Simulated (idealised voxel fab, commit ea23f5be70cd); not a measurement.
Process module heading - voxel released beams
In the cross-section labelled cut, the width is 160 nm and each square cell is 5 nm.
Cross-section, as written here: a square-cell grid given band by band from the top down, where a band holds one or more rows of cells. A band entry consists of two parts. The first gives the height of the band's top and the height of its bottom, in nm. The rest lists the band's materials from left to right, each with its width in nm. A single material labelled with the word "all across" fills the band from edge to edge, and the word "empty" marks empty space. Ref level 0: as-received wafer is one material below here. Bottom band extends down with no lower bound ("0 nm and below"). Width "30..40": first value at the band's top row of cells, second value at its bottom row, equal change from row to row. For the purposes of this document, the phrase "remains unaltered" attached to a step denotes that no cell within the cross-section was modified by that step. Voids not open to the top, 8 cells minimum: see "Sealed void inventory". Written width x height at distance; distance is from the left edge; nm. Where a step's line continues beyond its settings, the continuation is a remark by the simulator itself on that step. Among the settings permitted on a step's line is "overlay nm"; applied to a step with a mask, it specifies the extent to which the mask lay to the right of its planned position, whereas a negative figure signifies a position to the left.
This section lists the process steps that were planned
1) RECEIVE with material Si
2) CONFORMAL_DEP with material SiN, thk nm 5
3) DIRECTIONAL_DEP with material SiO2, thk nm 20
4) MASKED_ETCH with tone open, mask id ANCHOR, width nm 45, etch materials SiO2, depth nm 20, overlay nm 0
5) CONFORMAL_DEP with material polySi, thk nm 15
6) MASKED_ETCH with tone cover, mask id BEAM, width nm 115, etch materials polySi, depth nm 15, overlay nm 0
7) STRIP with etch materials SiO2
The cross-section here shows the wafer as received, i.e. in its state after step 1
0 nm and below | Si all across
Sealed void inventory: none
As-planned run: cross-section of the first of two wafers at end of module
40 nm to 25 nm | 20 of empty, then 20 of polySi, then 15 of empty, then 80 of polySi, then 25 of empty
25 nm to 20 nm | 25 of empty, then 15 of polySi, then 15 of empty, then 15 of polySi, then 90 of empty
20 nm to 5 nm | 25 of empty, then 45 of polySi, then 90 of empty
5 nm to 0 nm | SiN all across
0 nm and below | Si all across
Sealed void inventory: none
Second wafer through the module, sectioned at the end: same beginning and same plan as the first wafer, with one mistake in carrying it out
35 nm to 20 nm | 20 of empty, then 20 of polySi, then 15 of empty, then 80 of polySi, then 25 of empty
20 nm to 5 nm | 25 of empty, then 45 of polySi, then 90 of empty
5 nm to 0 nm | SiN all across
0 nm and below | Si all across
Sealed void inventory: none
Finding, execution versus plan: step 3: run off-plan, actual operation and settings DIRECTIONAL_DEP with material SiO2, thk nm 15
Bottom line after processing is that, in cells, the second wafer is up or down on some materials versus the first: polySi -6
